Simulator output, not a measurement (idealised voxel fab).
process module | voxel self aligned vias
cross-section cut | 235 nm wide | cells 5 nm
A cross-section is a grid of square cells, given in bands from the top down. A band is one or more rows of cells.
Each band's line starts with the height of the band's top and of its bottom, in nm. Then come its materials from left to right, each with its width in nm. One material with "throughout" fills the band from edge to edge. "air" is empty space.
Height 0 is the level under which the wafer as received is all one material. The lowest band goes on downwards, as in "0 down".
A width such as "30 to 40" changes by the same amount from each row of cells to the next, from the band's top row to its bottom row.
"no change" after a step means that no cell of the cross-section changed.
closed voids: empty space of 8 cells or more with no open way to the top, each as width x height at its distance from the left edge, in nm
after a step's settings: what the simulator itself notes on the step
overlay nm, on a step with a mask: how far to the right of its planned place the mask lay; to the left if negative
plan
1 op RECEIVE | material Si
2 op CONFORMAL_DEP | material SiO2 | thk nm 10
3 op CONFORMAL_DEP | material SiCN | thk nm 5
4 op DIRECTIONAL_DEP | material lowk | thk nm 20
5 op PATTERN | tone open | mask id LINES | material resist | width nm 20 | pitch nm 60 | thk nm 20 | overlay nm 0
6 op DIRECTIONAL_ETCH | etch materials lowk | depth nm 20
7 op STRIP | etch materials resist
8 op CONFORMAL_DEP | material TiN | thk nm 5
9 op FILL_DEP | material W | thk nm 5
10 op CMP | height nm 35
11 op SELECTIVE_ETCH | etch materials W Ru TiN | depth nm 10
12 op FILL_DEP | material SiN | thk nm 10
13 op CMP | height nm 35
14 op DIRECTIONAL_DEP | material lowk | thk nm 15
15 op PATTERN | tone open | mask id VIAS | material resist | width nm 40 | pitch nm 60 | thk nm 20 | overlay nm 0
16 op DIRECTIONAL_ETCH | etch materials lowk | depth nm 15
17 op DIRECTIONAL_ETCH | etch materials SiN | depth nm 10
18 op STRIP | etch materials resist
19 op CONFORMAL_DEP | material TiN | thk nm 5
20 op FILL_DEP | material W | thk nm 5
21 op CMP | height nm 50
22 op CONFORMAL_DEP | material SiCN | thk nm 5
as received, after step 1
  0 down: Si throughout
  closed voids: none
first wafer at the end, as planned
  55 to 50: SiCN throughout
  50 to 40: lowk 35 | TiN 5 | W 30 | TiN 5 | lowk 20 | TiN 5 | W 30 | TiN 5 | lowk 20 | TiN 5 | W 30 | TiN 5 | lowk 40
  40 to 30: lowk 35 to 45 | TiN 15 to 5 | W 10 | TiN 15 to 5 | lowk 20 to 40 | TiN 15 to 5 | W 10 | TiN 15 to 5 | lowk 20 to 40 | TiN 15 to 5 | W 10 | TiN 15 to 5 | lowk 40 to 50
  30 to 25: lowk 45 | TiN 20 | lowk 40 | TiN 20 | lowk 40 | TiN 20 | lowk 50
  25 to 20: lowk 45 | TiN 5 | W 10 | TiN 5 | lowk 40 | TiN 5 | W 10 | TiN 5 | lowk 40 | TiN 5 | W 10 | TiN 5 | lowk 50
  20 to 15: lowk 45 | TiN 20 | lowk 40 | TiN 20 | lowk 40 | TiN 20 | lowk 50
  15 to 10: SiCN throughout
  10 to 0: SiO2 throughout
  0 down: Si throughout
  closed voids: none
second wafer at the end: like start, like plan, one mistake
  55 to 50: SiCN throughout
  50 to 40: lowk 35 | TiN 5 | W 30 | TiN 5 | lowk 20 | TiN 5 | W 30 | TiN 5 | lowk 20 | TiN 5 | W 30 | TiN 5 | lowk 40
  40 to 30: lowk 35 to 55 | TiN 25 to 5 | W 10 | TiN 5 | lowk 20 to 40 | TiN 25 to 5 | W 10 | TiN 5 | lowk 20 to 40 | TiN 25 to 5 | W 10 | TiN 5 | lowk 40
  30 to 25: lowk 55 | TiN 20 | lowk 40 | TiN 20 | lowk 40 | TiN 20 | lowk 40
  25 to 20: lowk 55 | TiN 5 | W 10 | TiN 5 | lowk 40 | TiN 5 | W 10 | TiN 5 | lowk 40 | TiN 5 | W 10 | TiN 5 | lowk 40
  20 to 15: lowk 55 | TiN 20 | lowk 40 | TiN 20 | lowk 40 | TiN 20 | lowk 40
  15 to 10: SiCN throughout
  10 to 0: SiO2 throughout
  0 down: Si throughout
  closed voids: none
what went wrong: step 5 ran as: op PATTERN | tone open | mask id LINES | material resist | width nm 20 | pitch nm 60 | thk nm 20 | overlay nm 10
at the end the second wafer has, in cells: as many of each material as the first, in other places
